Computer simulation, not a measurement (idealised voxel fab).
voxel wiring stack: a process module
For reference, the cross-section in this document is cut, with width 200 nm and square cells of 5 nm.
In this document a cross-section is written as a grid of square cells. It is given as a series of bands, listed from the top down, and a band is one or more rows of cells.
For a band, the entry starts with two heights in nm, that of the top and then that of the bottom, and carries on with the band's materials in order from left to right, each alongside its width in nm; the word "edge to edge" beside a single material means it fills the band edge to edge, and "empty" means empty space.
Basically, 0 is our baseline, since under it the wafer straight out of the box is all one material. The bottom band has no lower end and keeps on going down, so it looks like "0 nm and below".
The notation "30..40" denotes a width that varies across the rows of cells in the band, beginning at the first number in the top row, finishing at the second number in the bottom row, and changing by an identical amount from each row to the next.
It should be understood that the words "no change occurred", when stated for a given step, signify that the cross-section underwent no change in any of its cells during that step.
Under "Sealed internal voids" you'll find the enclosed gaps, the ones with no way out to the top, that are 8 cells or bigger; each reads width x height at distance, with distance counted from the left edge, everything in nm.
On each step's line, the part that comes after the settings is the simulator's own comment on the step.
overlay nm: how far to the right of its planned place the mask lay on this masked step (negative: to the left).
-- Intended process steps
step 1: RECEIVE: material Si
step 2: CONFORMAL_DEP: material SiO2, thk nm 15
step 3: CONFORMAL_DEP: material SiN, thk nm 5
step 4: DIRECTIONAL_DEP: material lowk, thk nm 25
step 5: DIRECTIONAL_DEP: material aC, thk nm 10
step 6: PATTERN: tone open, mask id METAL_1, material resist, width nm 25, pitch nm 45, thk nm 30, overlay nm 0
step 7: DIRECTIONAL_ETCH: etch materials aC, depth nm 10
step 8: STRIP: etch materials resist
step 9: DIRECTIONAL_ETCH: etch materials lowk, depth nm 25
step 10: DIRECTIONAL_ETCH: etch materials SiN, depth nm 5
step 11: STRIP: etch materials aC
step 12: CONFORMAL_DEP: material TiN, thk nm 5
step 13: FILL_DEP: material Ru, thk nm 5
step 14: CMP: height nm 45
step 15: CONFORMAL_DEP: material SiCN, thk nm 5
step 16: DIRECTIONAL_DEP: material SiO2, thk nm 15
step 17: MASKED_ETCH: tone open, mask id PLUG_1, width nm 15, pitch nm 45, etch materials SiO2, depth nm 15, overlay nm 0
step 18: MASKED_ETCH: tone open, mask id PLUG_1, width nm 15, pitch nm 45, etch materials SiCN, depth nm 5, overlay nm 0
step 19: EPI: material Ru, thk nm 10
step 20: EPI: material Ru, thk nm 10
step 21: CONFORMAL_DEP: material SiN, thk nm 5
step 22: DIRECTIONAL_DEP: material lowk, thk nm 20
step 23: MASKED_ETCH: tone open, mask id METAL_2, width nm 25, pitch nm 45, etch materials lowk, depth nm 20, overlay nm 0
step 24: MASKED_ETCH: tone open, mask id METAL_2, width nm 25, pitch nm 45, etch materials SiN, depth nm 5, overlay nm 0
step 25: CONFORMAL_DEP: material TiN, thk nm 5
step 26: FILL_DEP: material Ru, thk nm 10
step 27: CMP: height nm 90
step 28: CONFORMAL_DEP: material SiCN, thk nm 5
step 29: DIRECTIONAL_DEP: material SiO2, thk nm 10
step 30: MASKED_ETCH: tone open, mask id PLUG_2, width nm 15, etch materials SiO2, depth nm 10, overlay nm 0
step 31: MASKED_ETCH: tone open, mask id PLUG_2, width nm 15, etch materials SiCN, depth nm 5, overlay nm 0
step 32: EPI: material Ru, thk nm 10
step 33: EPI: material Ru, thk nm 5
step 34: CONFORMAL_DEP: material SiN, thk nm 5
step 35: DIRECTIONAL_DEP: material lowk, thk nm 20
step 36: DIRECTIONAL_DEP: material aC, thk nm 15
step 37: PATTERN: tone open, mask id METAL_3, material resist, width nm 25, pitch nm 45, thk nm 30, overlay nm 0
step 38: DIRECTIONAL_ETCH: etch materials aC, depth nm 15
step 39: STRIP: etch materials resist
step 40: DIRECTIONAL_ETCH: etch materials lowk, depth nm 20
step 41: DIRECTIONAL_ETCH: etch materials SiN, depth nm 5
step 42: STRIP: etch materials aC
step 43: CONFORMAL_DEP: material TiN, thk nm 5
step 44: FILL_DEP: material Ru, thk nm 5
step 45: CMP: height nm 130
step 46: CONFORMAL_DEP: material SiCN, thk nm 5
-- As-received state of the wafer in cross-section, equivalent to post-step 1
> 0 nm and below  Si edge to edge
> Sealed internal voids: none
-- First of two wafers: cross-section at end of module, run per plan
> 135 nm to 130 nm  SiCN edge to edge
> 130 nm to 110 nm  lowk (65) | TiN (5) | Ru (15) | TiN (5) | lowk (20) | TiN (5) | Ru (15) | TiN (5) | lowk (65)
> 110 nm to 105 nm  SiN (65) | TiN (25) | SiN (20) | TiN (25) | SiN (65)
> 105 nm to 95 nm  SiO2 (65) | Ru (15) | SiO2 (120)
> 95 nm to 90 nm  SiCN (65) | Ru (15) | SiCN (120)
> 90 nm to 70 nm  lowk (65) | TiN (5) | Ru (15) | TiN (5) | lowk (20) | TiN (5) | Ru (15) | TiN (5) | lowk (65)
> 70 nm to 65 nm  SiN (65) | TiN (25) | SiN (20) | TiN (25) | SiN (65)
> 65 nm to 50 nm  SiO2 (65) | Ru (15) | SiO2 (30) | Ru (15) | SiO2 (75)
> 50 nm to 45 nm  SiCN (65) | Ru (15) | SiCN (30) | Ru (15) | SiCN (75)
> 45 nm to 20 nm  lowk (65) | TiN (5) | Ru (15) | TiN (5) | lowk (20) | TiN (5) | Ru (15) | TiN (5) | lowk (65)
> 20 nm to 15 nm  SiN (65) | TiN (25) | SiN (20) | TiN (25) | SiN (65)
> 15 nm to 0 nm  SiO2 edge to edge
> 0 nm and below  Si edge to edge
> Sealed internal voids: none
-- This is the second of the two wafers, cross-sectioned at the end of the module; it started exactly like the first and was given the same plan, but it was run with one mistake
> 135 nm to 130 nm  SiCN edge to edge
> 130 nm to 110 nm  lowk (65) | TiN (5) | Ru (15) | TiN (5) | lowk (20) | TiN (5) | Ru (15) | TiN (5) | lowk (65)
> 110 nm to 105 nm  SiN (65) | TiN (25) | SiN (20) | TiN (25) | SiN (65)
> 105 nm to 95 nm  SiO2 (65) | SiN (5) | TiN (5) | SiN (5) | SiO2 (120)
> 95 nm to 90 nm  SiCN (65) | SiN (5) | TiN (5) | SiN (5) | SiCN (120)
> 90 nm to 75 nm  Ru (60) | TiN (5) | lowk (25) | TiN (5) | Ru (10) | TiN (5) | lowk (25) | TiN (5) | Ru (60)
> 75 nm to 70 nm  TiN (65) | lowk (25) | TiN (20) | lowk (25) | TiN (65)
> 70 nm to 65 nm  SiN edge to edge
> 65 nm to 50 nm  SiO2 (65) | Ru (15) | SiO2 (30) | Ru (15) | SiO2 (75)
> 50 nm to 45 nm  SiCN (65) | Ru (15) | SiCN (30) | Ru (15) | SiCN (75)
> 45 nm to 20 nm  lowk (65) | TiN (5) | Ru (15) | TiN (5) | lowk (20) | TiN (5) | Ru (15) | TiN (5) | lowk (65)
> 20 nm to 15 nm  SiN (65) | TiN (25) | SiN (20) | TiN (25) | SiN (65)
> 15 nm to 0 nm  SiO2 edge to edge
> 0 nm and below  Si edge to edge
> Sealed internal voids: none
In executing the process, a mistake was made relative to the plan: step 23: run off-plan, actual operation and settings MASKED_ETCH: tone cover, mask id METAL_2, width nm 25, pitch nm 45, etch materials lowk, depth nm 20, overlay nm 0
Materials where the second wafer ends with more or fewer cells than the first: Ru: 45 more, SiN: 16 more, TiN: 19 more, lowk: 80 fewer
